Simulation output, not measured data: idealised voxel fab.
process module | voxel air gaps
cross-section cut | 260 nm wide | cells 5 nm
A cross-section is a grid of square cells, given in bands from the top down. A band is one or more rows of cells.
Each band's line starts with the height of the band's top and of its bottom, in nm. Then come its materials from left to right, each with its width in nm. One material with "throughout" fills the band from edge to edge. "air" is empty space.
Height 0 is the level under which the wafer as received is all one material. The lowest band goes on downwards, as in "0 down".
A width such as "30 to 40" changes by the same amount from each row of cells to the next, from the band's top row to its bottom row.
"no change" after a step means that no cell of the cross-section changed.
closed voids: empty space of 8 cells or more with no open way to the top, each as width x height at its distance from the left edge, in nm
after a step's settings: what the simulator itself notes on the step
overlay nm, on a step with a mask: how far to the right of its planned place the mask lay; to the left if negative
plan
1 op RECEIVE | material Si
2 op CONFORMAL_DEP | material SiO2 | thk nm 10
3 op CONFORMAL_DEP | material SiCN | thk nm 5
4 op DIRECTIONAL_DEP | material lowk | thk nm 40
5 op DIRECTIONAL_DEP | material aC | thk nm 15
6 op PATTERN | tone open | mask id LINES | material resist | width nm 25 | pitch nm 50 | thk nm 35 | overlay nm 0
7 op DIRECTIONAL_ETCH | etch materials aC | depth nm 15
8 op STRIP | etch materials resist
9 op DIRECTIONAL_ETCH | etch materials lowk | depth nm 40
10 op STRIP | etch materials aC
11 op CONFORMAL_DEP | material TiN | thk nm 5
12 op FILL_DEP | material W | thk nm 5
13 op CMP | height nm 55
14 op EPI | material Ru | thk nm 10
15 op SELECTIVE_ETCH | etch materials lowk | depth nm 50
16 op CONFORMAL_DEP | material SiCN | thk nm 5
first wafer, as planned
as received, after step 1
  0 down: Si throughout
  closed voids: none
after step 2
  10 to 0: SiO2 throughout
  below 0: unchanged
after step 3
  15 to 10: SiCN throughout
  below 10: unchanged
after step 4
  55 to 15: lowk throughout
  below 15: unchanged
after step 5
  70 to 55: aC throughout
  below 55: unchanged
after step 6
  105 to 70: resist 40 | air 25 | resist 25 | air 25 | resist 25 | air 25 | resist 25 | air 25 | resist 45
  below 70: unchanged
after step 7
  90 to 70: resist 40 | air 25 | resist 25 | air 25 | resist 25 | air 25 | resist 25 | air 25 | resist 45
  70 to 55: aC 40 | air 25 | aC 25 | air 25 | aC 25 | air 25 | aC 25 | air 25 | aC 45
  below 55: unchanged
after step 8
  70 to 55: aC 40 | air 25 | aC 25 | air 25 | aC 25 | air 25 | aC 25 | air 25 | aC 45
  below 55: unchanged
after step 9
  70 to 55: aC 40 | air 25 | aC 25 | air 25 | aC 25 | air 25 | aC 25 | air 25 | aC 45
  55 to 15: lowk 40 | air 25 | lowk 25 | air 25 | lowk 25 | air 25 | lowk 25 | air 25 | lowk 45
  below 15: unchanged
after step 10
  55 to 15: lowk 40 | air 25 | lowk 25 | air 25 | lowk 25 | air 25 | lowk 25 | air 25 | lowk 45
  below 15: unchanged
after step 11
  60 to 55: TiN 45 | air 15 | TiN 35 | air 15 | TiN 35 | air 15 | TiN 35 | air 15 | TiN 50
  55 to 20: lowk 40 | TiN 5 | air 15 | TiN 5 | lowk 25 | TiN 5 | air 15 | TiN 5 | lowk 25 | TiN 5 | air 15 | TiN 5 | lowk 25 | TiN 5 | air 15 | TiN 5 | lowk 45
  20 to 15: lowk 40 | TiN 25 | lowk 25 | TiN 25 | lowk 25 | TiN 25 | lowk 25 | TiN 25 | lowk 45
  below 15: unchanged
after step 12
  65 to 60: W throughout
  60 to 55: TiN 45 | W 15 | TiN 35 | W 15 | TiN 35 | W 15 | TiN 35 | W 15 | TiN 50
  55 to 20: lowk 40 | TiN 5 | W 15 | TiN 5 | lowk 25 | TiN 5 | W 15 | TiN 5 | lowk 25 | TiN 5 | W 15 | TiN 5 | lowk 25 | TiN 5 | W 15 | TiN 5 | lowk 45
  below 20: unchanged
after step 13
  55 to 20: lowk 40 | TiN 5 | W 15 | TiN 5 | lowk 25 | TiN 5 | W 15 | TiN 5 | lowk 25 | TiN 5 | W 15 | TiN 5 | lowk 25 | TiN 5 | W 15 | TiN 5 | lowk 45
  below 20: unchanged
after step 14
  65 to 55: air 30 | Ru 45 | air 5 | Ru 45 | air 5 | Ru 45 | air 5 | Ru 45 | air 35
  below 55: unchanged
after step 15
  65 to 55: air 30 | Ru 45 | air 5 | Ru 45 | air 5 | Ru 45 | air 5 | Ru 45 | air 35
  55 to 20: air 40 | TiN 5 | W 15 | TiN 5 | air 25 | TiN 5 | W 15 | TiN 5 | air 25 | TiN 5 | W 15 | TiN 5 | air 25 | TiN 5 | W 15 | TiN 5 | air 45
  20 to 15: air 40 | TiN 25 | air 25 | TiN 25 | air 25 | TiN 25 | air 25 | TiN 25 | air 45
  below 15: unchanged
after step 16
  70 to 65: air 25 | SiCN 205 | air 30
  65 to 55: air 25 | SiCN 5 | Ru 45 | SiCN 5 | Ru 45 | SiCN 5 | Ru 45 | SiCN 5 | Ru 45 | SiCN 5 | air 30
  55 to 50: air 25 | SiCN 15 | TiN 5 | W 15 | TiN 5 | SiCN 25 | TiN 5 | W 15 | TiN 5 | SiCN 25 | TiN 5 | W 15 | TiN 5 | SiCN 25 | TiN 5 | W 15 | TiN 5 | SiCN 15 | air 30
  50 to 20: air 35 | SiCN 5 | TiN 5 | W 15 | TiN 5 | SiCN 5 | air 15 | SiCN 5 | TiN 5 | W 15 | TiN 5 | SiCN 5 | air 15 | SiCN 5 | TiN 5 | W 15 | TiN 5 | SiCN 5 | air 15 | SiCN 5 | TiN 5 | W 15 | TiN 5 | SiCN 5 | air 40
  20 to 15: SiCN 40 | TiN 25 | SiCN 25 | TiN 25 | SiCN 25 | TiN 25 | SiCN 25 | TiN 25 | SiCN 45
  below 15: unchanged
  closed voids: 15 x 30 at 70; 15 x 30 at 120; 15 x 30 at 170
second wafer: like start, like plan, one mistake. Through step 5 it matches the first wafer
when step 6 should have ended
  105 to 70: resist 45 | air 25 | resist 25 | air 25 | resist 25 | air 25 | resist 25 | air 25 | resist 40
  below 70: unchanged
when step 7 should have ended
  90 to 70: resist 45 | air 25 | resist 25 | air 25 | resist 25 | air 25 | resist 25 | air 25 | resist 40
  70 to 55: aC 45 | air 25 | aC 25 | air 25 | aC 25 | air 25 | aC 25 | air 25 | aC 40
  below 55: unchanged
when step 8 should have ended
  70 to 55: aC 45 | air 25 | aC 25 | air 25 | aC 25 | air 25 | aC 25 | air 25 | aC 40
  below 55: unchanged
when step 9 should have ended
  70 to 55: aC 45 | air 25 | aC 25 | air 25 | aC 25 | air 25 | aC 25 | air 25 | aC 40
  55 to 15: lowk 45 | air 25 | lowk 25 | air 25 | lowk 25 | air 25 | lowk 25 | air 25 | lowk 40
  below 15: unchanged
when step 10 should have ended
  55 to 15: lowk 45 | air 25 | lowk 25 | air 25 | lowk 25 | air 25 | lowk 25 | air 25 | lowk 40
  below 15: unchanged
when step 11 should have ended
  60 to 55: TiN 50 | air 15 | TiN 35 | air 15 | TiN 35 | air 15 | TiN 35 | air 15 | TiN 45
  55 to 20: lowk 45 | TiN 5 | air 15 | TiN 5 | lowk 25 | TiN 5 | air 15 | TiN 5 | lowk 25 | TiN 5 | air 15 | TiN 5 | lowk 25 | TiN 5 | air 15 | TiN 5 | lowk 40
  20 to 15: lowk 45 | TiN 25 | lowk 25 | TiN 25 | lowk 25 | TiN 25 | lowk 25 | TiN 25 | lowk 40
  below 15: unchanged
when step 12 should have ended
  65 to 60: W throughout
  60 to 55: TiN 50 | W 15 | TiN 35 | W 15 | TiN 35 | W 15 | TiN 35 | W 15 | TiN 45
  55 to 20: lowk 45 | TiN 5 | W 15 | TiN 5 | lowk 25 | TiN 5 | W 15 | TiN 5 | lowk 25 | TiN 5 | W 15 | TiN 5 | lowk 25 | TiN 5 | W 15 | TiN 5 | lowk 40
  below 20: unchanged
when step 13 should have ended
  55 to 20: lowk 45 | TiN 5 | W 15 | TiN 5 | lowk 25 | TiN 5 | W 15 | TiN 5 | lowk 25 | TiN 5 | W 15 | TiN 5 | lowk 25 | TiN 5 | W 15 | TiN 5 | lowk 40
  below 20: unchanged
when step 14 should have ended
  65 to 55: air 35 | Ru 45 | air 5 | Ru 45 | air 5 | Ru 45 | air 5 | Ru 45 | air 30
  below 55: unchanged
when step 15 should have ended
  65 to 55: air 35 | Ru 45 | air 5 | Ru 45 | air 5 | Ru 45 | air 5 | Ru 45 | air 30
  55 to 20: air 45 | TiN 5 | W 15 | TiN 5 | air 25 | TiN 5 | W 15 | TiN 5 | air 25 | TiN 5 | W 15 | TiN 5 | air 25 | TiN 5 | W 15 | TiN 5 | air 40
  20 to 15: air 45 | TiN 25 | air 25 | TiN 25 | air 25 | TiN 25 | air 25 | TiN 25 | air 40
  below 15: unchanged
when step 16 should have ended
  70 to 65: air 30 | SiCN 205 | air 25
  65 to 55: air 30 | SiCN 5 | Ru 45 | SiCN 5 | Ru 45 | SiCN 5 | Ru 45 | SiCN 5 | Ru 45 | SiCN 5 | air 25
  55 to 50: air 30 | SiCN 15 | TiN 5 | W 15 | TiN 5 | SiCN 25 | TiN 5 | W 15 | TiN 5 | SiCN 25 | TiN 5 | W 15 | TiN 5 | SiCN 25 | TiN 5 | W 15 | TiN 5 | SiCN 15 | air 25
  50 to 20: air 40 | SiCN 5 | TiN 5 | W 15 | TiN 5 | SiCN 5 | air 15 | SiCN 5 | TiN 5 | W 15 | TiN 5 | SiCN 5 | air 15 | SiCN 5 | TiN 5 | W 15 | TiN 5 | SiCN 5 | air 15 | SiCN 5 | TiN 5 | W 15 | TiN 5 | SiCN 5 | air 35
  20 to 15: SiCN 45 | TiN 25 | SiCN 25 | TiN 25 | SiCN 25 | TiN 25 | SiCN 25 | TiN 25 | SiCN 40
  below 15: unchanged
  closed voids: 15 x 30 at 75; 15 x 30 at 125; 15 x 30 at 175
what went wrong: step 6 ran as: op PATTERN | tone open | mask id LINES | material resist | width nm 25 | pitch nm 50 | thk nm 35 | overlay nm 5
at the end the second wafer has, in cells: as many of each material as the first, in other places
